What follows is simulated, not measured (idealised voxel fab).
The process module presented herein is designated voxel self aligned contacts.
Cross-sectional view cut (width: 250 nm; square cell size: 5 nm).
Each cross-section below is a grid of square cells, stated as bands in top-down order, with one or more rows of cells making up each band. Band: top height; bottom height; in nm. Then, left to right: material with width in nm, for each material. "throughout": a single material spanning edge to edge. "air": empty space. Heights are measured from 0, the level below which the as-received wafer is all one material; the lowest band has no bottom and continues downward, written as in "0 -> down". The expression "30->40" gives the width at the extremes of the band, the first number at its top row of cells and the second at its bottom row, with the width changing by equal amounts from each row to the next in between. The cross-section has no changed cell in any step marked "same as before". The list in "Closed void inventory" covers empty spaces of 8 cells or more that cannot reach the top through any open way, and it gives each as width x height at distance; the distance is from the left edge, and width, height and distance are in nm. That trailing text on a step's line, after the settings, is the simulator's own remark on the step. overlay nm: right-of-plan distance of the mask on a masked step; negative values mean left-of-plan.
## So here's the lineup of process steps we planned
1,RECEIVE, material Si
2,OXIDIZE, depth nm 5
3,DIRECTIONAL_DEP, material polySi, thk nm 30
4,DIRECTIONAL_DEP, material SiN, thk nm 20
5,DIRECTIONAL_DEP, material aC, thk nm 15
6,PATTERN, tone cover, mask id GATE, material resist, width nm 35, pitch nm 65, thk nm 30, overlay nm 0
7,DIRECTIONAL_ETCH, etch materials aC, depth nm 15
8,STRIP, etch materials resist
9,DIRECTIONAL_ETCH, etch materials SiN, depth nm 20
10,DIRECTIONAL_ETCH, etch materials polySi, depth nm 30
11,STRIP, etch materials aC
12,CONFORMAL_DEP, material SiN, thk nm 5
13,DIRECTIONAL_ETCH, etch materials SiN, depth nm 5
14,FILL_DEP, material SiO2, thk nm 20
15,CMP, height nm 60
16,DIRECTIONAL_DEP, material aC, thk nm 15
17,PATTERN, tone open, mask id CONTACT, material resist, width nm 40, pitch nm 65, thk nm 30, overlay nm 0
18,DIRECTIONAL_ETCH, etch materials aC, depth nm 15
19,STRIP, etch materials resist
20,DIRECTIONAL_ETCH, etch materials SiO2, depth nm 65
21,STRIP, etch materials aC
22,CONFORMAL_DEP, material TiN, thk nm 5
23,FILL_DEP, material Ru, thk nm 5
24,CMP, height nm 60
25,CONFORMAL_DEP, material SiCN, thk nm 5
## This is the cross-section of the wafer as we received it, i.e. after step 1
* 0 -> down = Si throughout
* Closed void inventory: none
## The first of two wafers, cross-sectioned at the end of the module, with the run proceeding as planned
* 65 -> 60 = SiCN throughout
* 60 -> 50 = SiO2 70 nm | TiN 5->15 nm | Ru 30->10 nm | TiN 5->15 nm | SiO2 25 nm | TiN 5->15 nm | Ru 30->10 nm | TiN 5->15 nm | SiO2 75 nm
* 50 -> 30 = SiO2 35 nm | SiN 45 nm | TiN 5 nm | Ru 10 nm | TiN 5 nm | SiN 45 nm | TiN 5 nm | Ru 10 nm | TiN 5 nm | SiN 45 nm | SiO2 40 nm
* 30 -> 0 = SiO2 35 nm | SiN 5 nm | polySi 35 nm | SiN 5 nm | TiN 5 nm | Ru 10 nm | TiN 5 nm | SiN 5 nm | polySi 35 nm | SiN 5 nm | TiN 5 nm | Ru 10 nm | TiN 5 nm | SiN 5 nm | polySi 35 nm | SiN 5 nm | SiO2 40 nm
* 0 -> -5 = SiO2 80 nm | TiN 20 nm | SiO2 45 nm | TiN 20 nm | SiO2 85 nm
* -5 -> down = Si throughout
* Closed void inventory: none
## Cross-sectional view of the second of two wafers upon completion of the module. This wafer shared its starting condition and process plan with the first; one error was made during its execution
* 65 -> 60 = SiCN throughout
* 60 -> 50 = SiO2 70 nm | TiN 5->15 nm | Ru 30->10 nm | TiN 5->15 nm | SiO2 25 nm | TiN 5->15 nm | Ru 30->10 nm | TiN 5->15 nm | SiO2 75 nm
* 50 -> 30 = SiO2 35 nm | SiN 45 nm | TiN 5 nm | Ru 10 nm | TiN 5 nm | SiN 45 nm | TiN 5 nm | Ru 10 nm | TiN 5 nm | SiN 45 nm | SiO2 40 nm
* 30 -> 0 = SiO2 35 nm | SiN 5 nm | polySi 35 nm | SiN 5 nm | TiN 5 nm | Ru 10 nm | TiN 5 nm | SiN 5 nm | polySi 35 nm | SiN 5 nm | TiN 5 nm | Ru 10 nm | TiN 5 nm | SiN 5 nm | polySi 35 nm | SiN 5 nm | SiO2 40 nm
* 0 -> -5 = SiO2 80 nm | TiN 20 nm | SiO2 45 nm | TiN 20 nm | SiO2 85 nm
* -5 -> -10 = SiO2 throughout
* -10 -> down = Si throughout
* Closed void inventory: none
what went wrong: heads up, step 2 didn't go per plan, it actually ran as OXIDIZE, depth nm 10
Bottom line after processing is that, in cells, the second wafer is up or down on some materials versus the first: Si: 50 fewer; SiO2: 50 more
